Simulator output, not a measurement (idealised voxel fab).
Process module heading - voxel gate over fins
For reference, the cross-section in this document is cut, with width 140 nm and square cells of 5 nm.
This document writes a cross-section as a grid whose cells are square, and gives it as bands, listed from the top down; one or more rows of cells form a band.
First you get the band's top height and its bottom height, in nm, and then the materials it's made of, left to right, with each width in nm. If you see a single material with "edge to edge", that one covers the band edge to edge. "blank" is empty space.
Basically, 0 is our baseline, since under it the wafer straight out of the box is all one material. The bottom band has no lower end and keeps on going down, so it looks like "0 and below".
Quick explanation for "30->40": the width changes in equal steps down the rows of cells, from the first number in the band's top row to the second number in its bottom row.
Key: "no modification" - step with no changed cell in the cross-section.
"Voids lacking openings" means: voids of 8 cells or more that are shut off from the top with no open way through. Written width x height at distance, distance from the left edge, in nm.
Where a step's line continues beyond its settings, the continuation is a remark by the simulator itself on that step.
The line of a step may include "overlay nm". On a step with a mask, this value is how far to the right of its planned place the mask lay. A negative value means the mask lay to the left.
**Process steps foreseen in the plan**
1. RECEIVE [material Si]
2. CONFORMAL_DEP [material SiN] [thk nm 5]
3. DIRECTIONAL_DEP [material aC] [thk nm 15]
4. PATTERN [tone cover] [mask id FINS] [material resist] [width nm 15] [pitch nm 45] [thk nm 30] [overlay nm 0]
5. DIRECTIONAL_ETCH [etch materials aC] [depth nm 15]
6. STRIP [etch materials resist]
7. DIRECTIONAL_ETCH [etch materials SiN] [depth nm 5]
8. DIRECTIONAL_ETCH [etch materials Si] [depth nm 40]
9. STRIP [etch materials aC]
10. FILL_DEP [material SiO2] [thk nm 15]
11. CMP [height nm 5]
12. SELECTIVE_ETCH [etch materials SiO2] [depth nm 20]
13. STRIP [etch materials SiN]
14. CONFORMAL_DEP [material HfO2] [thk nm 5]
15. CONFORMAL_DEP [material TiN] [thk nm 5]
16. FILL_DEP [material W] [thk nm 10]
17. CMP [height nm 15]
18. CONFORMAL_DEP [material SiCN] [thk nm 5]
**As-received wafer cross-section (after step 1)**
    0 and below | Si edge to edge
    Voids lacking openings: none
**Cross-sectional view of the first of the two wafers upon completion of the module, processed in accordance with the plan**
    20 down to 15 | SiCN edge to edge
    15 down to 10 | W edge to edge
    10 down to 5 | 30 nm W / 35 nm TiN / 10 nm W / 35 nm TiN / 30 nm W
    5 down to 0 | 30 nm W / 5 nm TiN / 25 nm HfO2 / 5 nm TiN / 10 nm W / 5 nm TiN / 25 nm HfO2 / 5 nm TiN / 30 nm W
    0 down to -5 | 30 nm W / 5 nm TiN / 5 nm HfO2 / 15 nm Si / 5 nm HfO2 / 5 nm TiN / 10 nm W / 5 nm TiN / 5 nm HfO2 / 15 nm Si / 5 nm HfO2 / 5 nm TiN / 30 nm W
    -5 down to -10 | 35 nm TiN / 5 nm HfO2 / 15 nm Si / 5 nm HfO2 / 20 nm TiN / 5 nm HfO2 / 15 nm Si / 5 nm HfO2 / 35 nm TiN
    -10 down to -15 | 40 nm HfO2 / 15 nm Si / 30 nm HfO2 / 15 nm Si / 40 nm HfO2
    -15 down to -40 | 40 nm SiO2 / 15 nm Si / 30 nm SiO2 / 15 nm Si / 40 nm SiO2
    -40 and below | Si edge to edge
    Voids lacking openings: none
**Wafer two cross-section, module end. Start and plan unchanged from wafer one; one mistake made during the run**
    20 down to 15 | SiCN edge to edge
    15 down to 10 | W edge to edge
    10 down to 5 | 30 nm W / 35 nm TiN / 10 nm W / 35 nm TiN / 30 nm W
    5 down to 0 | 30 nm W / 5 nm TiN / 25 nm HfO2 / 5 nm TiN / 10 nm W / 5 nm TiN / 25 nm HfO2 / 5 nm TiN / 30 nm W
    0 down to -25 | 30 nm W / 5 nm TiN / 5 nm HfO2 / 15 nm Si / 5 nm HfO2 / 5 nm TiN / 10 nm W / 5 nm TiN / 5 nm HfO2 / 15 nm Si / 5 nm HfO2 / 5 nm TiN / 30 nm W
    -25 down to -30 | 35 nm TiN / 5 nm HfO2 / 15 nm Si / 5 nm HfO2 / 20 nm TiN / 5 nm HfO2 / 15 nm Si / 5 nm HfO2 / 35 nm TiN
    -30 down to -35 | 40 nm HfO2 / 15 nm Si / 30 nm HfO2 / 15 nm Si / 40 nm HfO2
    -35 down to -40 | 40 nm SiO2 / 15 nm Si / 30 nm SiO2 / 15 nm Si / 40 nm SiO2
    -40 and below | Si edge to edge
    Voids lacking openings: none
Nonconformance to the process plan: twice over, step 12 of the plan was run
Per the end-of-run cell counts, the second wafer holds more or fewer of some materials than the first: HfO2: 16 more; SiO2: 88 fewer; TiN: 16 more; W: 56 more
